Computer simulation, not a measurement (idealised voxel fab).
A process module follows: voxel wiring stack.
Section shown: cut. Width: 170 nm. Cell size: 5 nm, square.
If you're reading a cross-section in this doc, picture square cells in a grid; it comes to you as bands, top ones listed first down to the bottom, and a band can be one or more rows of cells.
Within each band entry, the heights of the top and of the bottom of the band appear first, in that order and in nm; the materials of the band then follow from left to right, each with its corresponding width in nm. The designation "all across" on a single material indicates that it fills the band from edge to edge; the designation "blank" indicates empty space.
All heights in this document are referenced to 0, defined as the level beneath which the wafer, as received, consists entirely of one material. The lowest band is not bounded below; it extends indefinitely downward and is written in the form "0 and below".
Width "30..40": first value at the band's top row of cells, second value at its bottom row, equal change from row to row.
Key: "no modifications" - step with no changed cell in the cross-section.
"Listed closed voids" lists enclosed empty spaces (at least 8 cells, no open path upward to the top), each as width x height at distance from the left edge, in nm.
Past the settings on a step's line: simulator remark, on that step.
A step's line can hold "overlay nm"; with a mask on that step, the setting says how far right of the planned place the mask lay, while a negative setting says it lay to the left.

Below is the list of planned process steps:
1. RECEIVE [material Si]
2. CONFORMAL_DEP [material SiO2] [thk nm 15]
3. CONFORMAL_DEP [material SiCN] [thk nm 5]
4. DIRECTIONAL_DEP [material lowk] [thk nm 25]
5. MASKED_ETCH [tone open] [mask id METAL_1] [width nm 25] [pitch nm 55] [etch materials lowk] [depth nm 25] [overlay nm 0]
6. MASKED_ETCH [tone open] [mask id METAL_1] [width nm 25] [pitch nm 55] [etch materials SiCN] [depth nm 5] [overlay nm 0]
7. CONFORMAL_DEP [material TiN] [thk nm 5]
8. FILL_DEP [material Ru] [thk nm 10]
9. CMP [height nm 45]
10. CONFORMAL_DEP [material SiCN] [thk nm 5]
11. DIRECTIONAL_DEP [material SiO2] [thk nm 35]
12. PATTERN [tone open] [mask id METAL_2_HOLES] [material resist] [width nm 15] [pitch nm 55] [thk nm 15] [overlay nm 0]
13. DIRECTIONAL_ETCH [etch materials SiO2] [depth nm 35]
14. STRIP [etch materials resist]
15. DIRECTIONAL_DEP [material aC] [thk nm 10]
16. PATTERN [tone open] [mask id METAL_2] [material resist] [width nm 25] [pitch nm 55] [thk nm 30] [overlay nm 0]
17. DIRECTIONAL_ETCH [etch materials aC] [depth nm 10]
18. STRIP [etch materials resist]
19. DIRECTIONAL_ETCH [etch materials SiO2] [depth nm 20]
20. DIRECTIONAL_ETCH [etch materials SiCN] [depth nm 5]
21. STRIP [etch materials aC]
22. CONFORMAL_DEP [material TiN] [thk nm 5]
23. FILL_DEP [material Cu] [thk nm 5]
24. CMP [height nm 85]
25. CONFORMAL_DEP [material SiCN] [thk nm 5]

Account of the first of two wafers, which was processed as intended:

As received (post step 1): cross-section:
0 and below | Si all across
Listed closed voids: none

Step 2 complete: cross-section through the wafer:
15 down to 0 | SiO2 all across
Under the height 0 nothing was changed.

Step 3 complete: cross-section through the wafer:
20 down to 15 | SiCN all across
Under the height 15 nothing was changed.

Step 4 complete: cross-section through the wafer:
45 down to 20 | lowk all across
Under the height 20 nothing was changed.

Step 5 complete: cross-section through the wafer:
45 down to 20 | 15 lowk | 25 blank | 30 lowk | 25 blank | 30 lowk | 25 blank | 20 lowk
Under the height 20 nothing was changed.

Step 6 complete: cross-section through the wafer:
45 down to 20 | 15 lowk | 25 blank | 30 lowk | 25 blank | 30 lowk | 25 blank | 20 lowk
20 down to 15 | 15 SiCN | 25 blank | 30 SiCN | 25 blank | 30 SiCN | 25 blank | 20 SiCN
Under the height 15 nothing was changed.

Step 7 complete: cross-section through the wafer:
50 down to 45 | 20 TiN | 15 blank | 40 TiN | 15 blank | 40 TiN | 15 blank | 25 TiN
45 down to 20 | 15 lowk | 5 TiN | 15 blank | 5 TiN | 30 lowk | 5 TiN | 15 blank | 5 TiN | 30 lowk | 5 TiN | 15 blank | 5 TiN | 20 lowk
20 down to 15 | 15 SiCN | 25 TiN | 30 SiCN | 25 TiN | 30 SiCN | 25 TiN | 20 SiCN
Under the height 15 nothing was changed.

Step 8 complete: cross-section through the wafer:
60 down to 50 | Ru all across
50 down to 45 | 20 TiN | 15 Ru | 40 TiN | 15 Ru | 40 TiN | 15 Ru | 25 TiN
45 down to 20 | 15 lowk | 5 TiN | 15 Ru | 5 TiN | 30 lowk | 5 TiN | 15 Ru | 5 TiN | 30 lowk | 5 TiN | 15 Ru | 5 TiN | 20 lowk
Under the height 20 nothing was changed.

Step 9 complete: cross-section through the wafer:
45 down to 20 | 15 lowk | 5 TiN | 15 Ru | 5 TiN | 30 lowk | 5 TiN | 15 Ru | 5 TiN | 30 lowk | 5 TiN | 15 Ru | 5 TiN | 20 lowk
Under the height 20 nothing was changed.

Step 10 complete: cross-section through the wafer:
50 down to 45 | SiCN all across
Under the height 45 nothing was changed.

Step 11 complete: cross-section through the wafer:
85 down to 50 | SiO2 all across
Under the height 50 nothing was changed.

Step 12 complete: cross-section through the wafer:
100 down to 85 | 15 resist | 15 blank | 40 resist | 15 blank | 40 resist | 15 blank | 30 resist
Under the height 85 nothing was changed.

Step 13 complete: cross-section through the wafer:
100 down to 85 | 15 resist | 15 blank | 40 resist | 15 blank | 40 resist | 15 blank | 30 resist
85 down to 50 | 15 SiO2 | 15 blank | 40 SiO2 | 15 blank | 40 SiO2 | 15 blank | 30 SiO2
Under the height 50 nothing was changed.

Step 14 complete: cross-section through the wafer:
85 down to 50 | 15 SiO2 | 15 blank | 40 SiO2 | 15 blank | 40 SiO2 | 15 blank | 30 SiO2
Under the height 50 nothing was changed.

Step 15 complete: cross-section through the wafer:
95 down to 85 | 15 aC | 15 blank | 40 aC | 15 blank | 40 aC | 15 blank | 30 aC
85 down to 60 | 15 SiO2 | 15 blank | 40 SiO2 | 15 blank | 40 SiO2 | 15 blank | 30 SiO2
60 down to 50 | 15 SiO2 | 15 aC | 40 SiO2 | 15 aC | 40 SiO2 | 15 aC | 30 SiO2
Under the height 50 nothing was changed.

Step 16 complete: cross-section through the wafer:
125 down to 95 | 15 resist | 25 blank | 30 resist | 25 blank | 30 resist | 25 blank | 20 resist
Under the height 95 nothing was changed.

Step 17 complete: cross-section through the wafer:
115 down to 95 | 15 resist | 25 blank | 30 resist | 25 blank | 30 resist | 25 blank | 20 resist
95 down to 85 | 15 aC | 25 blank | 30 aC | 25 blank | 30 aC | 25 blank | 20 aC
85 down to 50 | 15 SiO2 | 15 blank | 40 SiO2 | 15 blank | 40 SiO2 | 15 blank | 30 SiO2
Under the height 50 nothing was changed.

Step 18 complete: cross-section through the wafer:
95 down to 85 | 15 aC | 25 blank | 30 aC | 25 blank | 30 aC | 25 blank | 20 aC
Under the height 85 nothing was changed.

Step 19 complete: cross-section through the wafer:
95 down to 85 | 15 aC | 25 blank | 30 aC | 25 blank | 30 aC | 25 blank | 20 aC
85 down to 65 | 15 SiO2 | 25 blank | 30 SiO2 | 25 blank | 30 SiO2 | 25 blank | 20 SiO2
Under the height 65 nothing was changed.

Step 20 complete: cross-section through the wafer:
95 down to 85 | 15 aC | 25 blank | 30 aC | 25 blank | 30 aC | 25 blank | 20 aC
85 down to 65 | 15 SiO2 | 25 blank | 30 SiO2 | 25 blank | 30 SiO2 | 25 blank | 20 SiO2
65 down to 50 | 15 SiO2 | 15 blank | 40 SiO2 | 15 blank | 40 SiO2 | 15 blank | 30 SiO2
50 down to 45 | 15 SiCN | 15 blank | 40 SiCN | 15 blank | 40 SiCN | 15 blank | 30 SiCN
Under the height 45 nothing was changed.

Step 21 complete: cross-section through the wafer:
85 down to 65 | 15 SiO2 | 25 blank | 30 SiO2 | 25 blank | 30 SiO2 | 25 blank | 20 SiO2
Under the height 65 nothing was changed.

Step 22 complete: cross-section through the wafer:
90 down to 85 | 20 TiN | 15 blank | 40 TiN | 15 blank | 40 TiN | 15 blank | 25 TiN
85 down to 70 | 15 SiO2 | 5 TiN | 15 blank | 5 TiN | 30 SiO2 | 5 TiN | 15 blank | 5 TiN | 30 SiO2 | 5 TiN | 15 blank | 5 TiN | 20 SiO2
70 down to 65 | 15 SiO2 | 5 TiN | 5 blank | 15 TiN | 30 SiO2 | 5 TiN | 5 blank | 15 TiN | 30 SiO2 | 5 TiN | 5 blank | 15 TiN | 20 SiO2
65 down to 50 | 15 SiO2 | 5 TiN | 5 blank | 5 TiN | 40 SiO2 | 5 TiN | 5 blank | 5 TiN | 40 SiO2 | 5 TiN | 5 blank | 5 TiN | 30 SiO2
50 down to 45 | 15 SiCN | 15 TiN | 40 SiCN | 15 TiN | 40 SiCN | 15 TiN | 30 SiCN
Under the height 45 nothing was changed.

Step 23 complete: cross-section through the wafer:
95 down to 90 | Cu all across
90 down to 85 | 20 TiN | 15 Cu | 40 TiN | 15 Cu | 40 TiN | 15 Cu | 25 TiN
85 down to 70 | 15 SiO2 | 5 TiN | 15 Cu | 5 TiN | 30 SiO2 | 5 TiN | 15 Cu | 5 TiN | 30 SiO2 | 5 TiN | 15 Cu | 5 TiN | 20 SiO2
70 down to 65 | 15 SiO2 | 5 TiN | 5 Cu | 15 TiN | 30 SiO2 | 5 TiN | 5 Cu | 15 TiN | 30 SiO2 | 5 TiN | 5 Cu | 15 TiN | 20 SiO2
65 down to 50 | 15 SiO2 | 5 TiN | 5 Cu | 5 TiN | 40 SiO2 | 5 TiN | 5 Cu | 5 TiN | 40 SiO2 | 5 TiN | 5 Cu | 5 TiN | 30 SiO2
Under the height 50 nothing was changed.

Step 24 complete: cross-section through the wafer:
85 down to 70 | 15 SiO2 | 5 TiN | 15 Cu | 5 TiN | 30 SiO2 | 5 TiN | 15 Cu | 5 TiN | 30 SiO2 | 5 TiN | 15 Cu | 5 TiN | 20 SiO2
Under the height 70 nothing was changed.

Step 25 complete: cross-section through the wafer:
90 down to 85 | SiCN all across
Under the height 85 nothing was changed.

The second wafer was prepared from the same starting point and under the same plan as the first; its processing contained one mistake, and it remains indistinguishable from the first wafer up to and including step 2:

Second wafer cross-section, taken as of the time the plan sets for step 3 to be done:
30 down to 15 | SiCN all across
Under the height 15 nothing was changed.

Second wafer cross-section, taken as of the time the plan sets for step 4 to be done:
55 down to 30 | lowk all across
Under the height 30 nothing was changed.

Second wafer cross-section, taken as of the time the plan sets for step 5 to be done:
55 down to 30 | 15 lowk | 25 blank | 30 lowk | 25 blank | 30 lowk | 25 blank | 20 lowk
Under the height 30 nothing was changed.

Second wafer cross-section, taken as of the time the plan sets for step 6 to be done:
55 down to 30 | 15 lowk | 25 blank | 30 lowk | 25 blank | 30 lowk | 25 blank | 20 lowk
30 down to 25 | 15 SiCN | 25 blank | 30 SiCN | 25 blank | 30 SiCN | 25 blank | 20 SiCN
Under the height 25 nothing was changed.

Second wafer cross-section, taken as of the time the plan sets for step 7 to be done:
60 down to 55 | 20 TiN | 15 blank | 40 TiN | 15 blank | 40 TiN | 15 blank | 25 TiN
55 down to 30 | 15 lowk | 5 TiN | 15 blank | 5 TiN | 30 lowk | 5 TiN | 15 blank | 5 TiN | 30 lowk | 5 TiN | 15 blank | 5 TiN | 20 lowk
30 down to 25 | 15 SiCN | 25 TiN | 30 SiCN | 25 TiN | 30 SiCN | 25 TiN | 20 SiCN
Under the height 25 nothing was changed.

Second wafer cross-section, taken as of the time the plan sets for step 8 to be done:
70 down to 60 | Ru all across
60 down to 55 | 20 TiN | 15 Ru | 40 TiN | 15 Ru | 40 TiN | 15 Ru | 25 TiN
55 down to 30 | 15 lowk | 5 TiN | 15 Ru | 5 TiN | 30 lowk | 5 TiN | 15 Ru | 5 TiN | 30 lowk | 5 TiN | 15 Ru | 5 TiN | 20 lowk
Under the height 30 nothing was changed.

Second wafer cross-section, taken as of the time the plan sets for step 9 to be done:
45 down to 30 | 15 lowk | 5 TiN | 15 Ru | 5 TiN | 30 lowk | 5 TiN | 15 Ru | 5 TiN | 30 lowk | 5 TiN | 15 Ru | 5 TiN | 20 lowk
Under the height 30 nothing was changed.

Second wafer cross-section, taken as of the time the plan sets for step 10 to be done:
50 down to 45 | SiCN all across
Under the height 45 nothing was changed.

Second wafer cross-section, taken as of the time the plan sets for step 11 to be done:
85 down to 50 | SiO2 all across
Under the height 50 nothing was changed.

Second wafer cross-section, taken as of the time the plan sets for step 12 to be done:
100 down to 85 | 15 resist | 15 blank | 40 resist | 15 blank | 40 resist | 15 blank | 30 resist
Under the height 85 nothing was changed.

Second wafer cross-section, taken as of the time the plan sets for step 13 to be done:
100 down to 85 | 15 resist | 15 blank | 40 resist | 15 blank | 40 resist | 15 blank | 30 resist
85 down to 50 | 15 SiO2 | 15 blank | 40 SiO2 | 15 blank | 40 SiO2 | 15 blank | 30 SiO2
Under the height 50 nothing was changed.

Second wafer cross-section, taken as of the time the plan sets for step 14 to be done:
85 down to 50 | 15 SiO2 | 15 blank | 40 SiO2 | 15 blank | 40 SiO2 | 15 blank | 30 SiO2
Under the height 50 nothing was changed.

Second wafer cross-section, taken as of the time the plan sets for step 15 to be done:
95 down to 85 | 15 aC | 15 blank | 40 aC | 15 blank | 40 aC | 15 blank | 30 aC
85 down to 60 | 15 SiO2 | 15 blank | 40 SiO2 | 15 blank | 40 SiO2 | 15 blank | 30 SiO2
60 down to 50 | 15 SiO2 | 15 aC | 40 SiO2 | 15 aC | 40 SiO2 | 15 aC | 30 SiO2
Under the height 50 nothing was changed.

Second wafer cross-section, taken as of the time the plan sets for step 16 to be done:
125 down to 95 | 15 resist | 25 blank | 30 resist | 25 blank | 30 resist | 25 blank | 20 resist
Under the height 95 nothing was changed.

Second wafer cross-section, taken as of the time the plan sets for step 17 to be done:
115 down to 95 | 15 resist | 25 blank | 30 resist | 25 blank | 30 resist | 25 blank | 20 resist
95 down to 85 | 15 aC | 25 blank | 30 aC | 25 blank | 30 aC | 25 blank | 20 aC
85 down to 50 | 15 SiO2 | 15 blank | 40 SiO2 | 15 blank | 40 SiO2 | 15 blank | 30 SiO2
Under the height 50 nothing was changed.

Second wafer cross-section, taken as of the time the plan sets for step 18 to be done:
95 down to 85 | 15 aC | 25 blank | 30 aC | 25 blank | 30 aC | 25 blank | 20 aC
Under the height 85 nothing was changed.

Second wafer cross-section, taken as of the time the plan sets for step 19 to be done:
95 down to 85 | 15 aC | 25 blank | 30 aC | 25 blank | 30 aC | 25 blank | 20 aC
85 down to 65 | 15 SiO2 | 25 blank | 30 SiO2 | 25 blank | 30 SiO2 | 25 blank | 20 SiO2
Under the height 65 nothing was changed.

Second wafer cross-section, taken as of the time the plan sets for step 20 to be done:
95 down to 85 | 15 aC | 25 blank | 30 aC | 25 blank | 30 aC | 25 blank | 20 aC
85 down to 65 | 15 SiO2 | 25 blank | 30 SiO2 | 25 blank | 30 SiO2 | 25 blank | 20 SiO2
65 down to 50 | 15 SiO2 | 15 blank | 40 SiO2 | 15 blank | 40 SiO2 | 15 blank | 30 SiO2
50 down to 45 | 15 SiCN | 15 blank | 40 SiCN | 15 blank | 40 SiCN | 15 blank | 30 SiCN
Under the height 45 nothing was changed.

Second wafer cross-section, taken as of the time the plan sets for step 21 to be done:
85 down to 65 | 15 SiO2 | 25 blank | 30 SiO2 | 25 blank | 30 SiO2 | 25 blank | 20 SiO2
Under the height 65 nothing was changed.

Second wafer cross-section, taken as of the time the plan sets for step 22 to be done:
90 down to 85 | 20 TiN | 15 blank | 40 TiN | 15 blank | 40 TiN | 15 blank | 25 TiN
85 down to 70 | 15 SiO2 | 5 TiN | 15 blank | 5 TiN | 30 SiO2 | 5 TiN | 15 blank | 5 TiN | 30 SiO2 | 5 TiN | 15 blank | 5 TiN | 20 SiO2
70 down to 65 | 15 SiO2 | 5 TiN | 5 blank | 15 TiN | 30 SiO2 | 5 TiN | 5 blank | 15 TiN | 30 SiO2 | 5 TiN | 5 blank | 15 TiN | 20 SiO2
65 down to 50 | 15 SiO2 | 5 TiN | 5 blank | 5 TiN | 40 SiO2 | 5 TiN | 5 blank | 5 TiN | 40 SiO2 | 5 TiN | 5 blank | 5 TiN | 30 SiO2
50 down to 45 | 15 SiCN | 15 TiN | 40 SiCN | 15 TiN | 40 SiCN | 15 TiN | 30 SiCN
Under the height 45 nothing was changed.

Second wafer cross-section, taken as of the time the plan sets for step 23 to be done:
95 down to 90 | Cu all across
90 down to 85 | 20 TiN | 15 Cu | 40 TiN | 15 Cu | 40 TiN | 15 Cu | 25 TiN
85 down to 70 | 15 SiO2 | 5 TiN | 15 Cu | 5 TiN | 30 SiO2 | 5 TiN | 15 Cu | 5 TiN | 30 SiO2 | 5 TiN | 15 Cu | 5 TiN | 20 SiO2
70 down to 65 | 15 SiO2 | 5 TiN | 5 Cu | 15 TiN | 30 SiO2 | 5 TiN | 5 Cu | 15 TiN | 30 SiO2 | 5 TiN | 5 Cu | 15 TiN | 20 SiO2
65 down to 50 | 15 SiO2 | 5 TiN | 5 Cu | 5 TiN | 40 SiO2 | 5 TiN | 5 Cu | 5 TiN | 40 SiO2 | 5 TiN | 5 Cu | 5 TiN | 30 SiO2
Under the height 50 nothing was changed.

Second wafer cross-section, taken as of the time the plan sets for step 24 to be done:
85 down to 70 | 15 SiO2 | 5 TiN | 15 Cu | 5 TiN | 30 SiO2 | 5 TiN | 15 Cu | 5 TiN | 30 SiO2 | 5 TiN | 15 Cu | 5 TiN | 20 SiO2
Under the height 70 nothing was changed.

Second wafer cross-section, taken as of the time the plan sets for step 25 to be done:
90 down to 85 | SiCN all across
Under the height 85 nothing was changed.
In executing the process, a mistake was made relative to the plan: not per plan at step 3, really ran CONFORMAL_DEP [material SiCN] [thk nm 15]
Looking at both finished wafers in cells, the second ends up ahead of or behind the first on some materials: 18 fewer of Ru, 68 more of SiCN, 12 fewer of TiN, 38 fewer of lowk
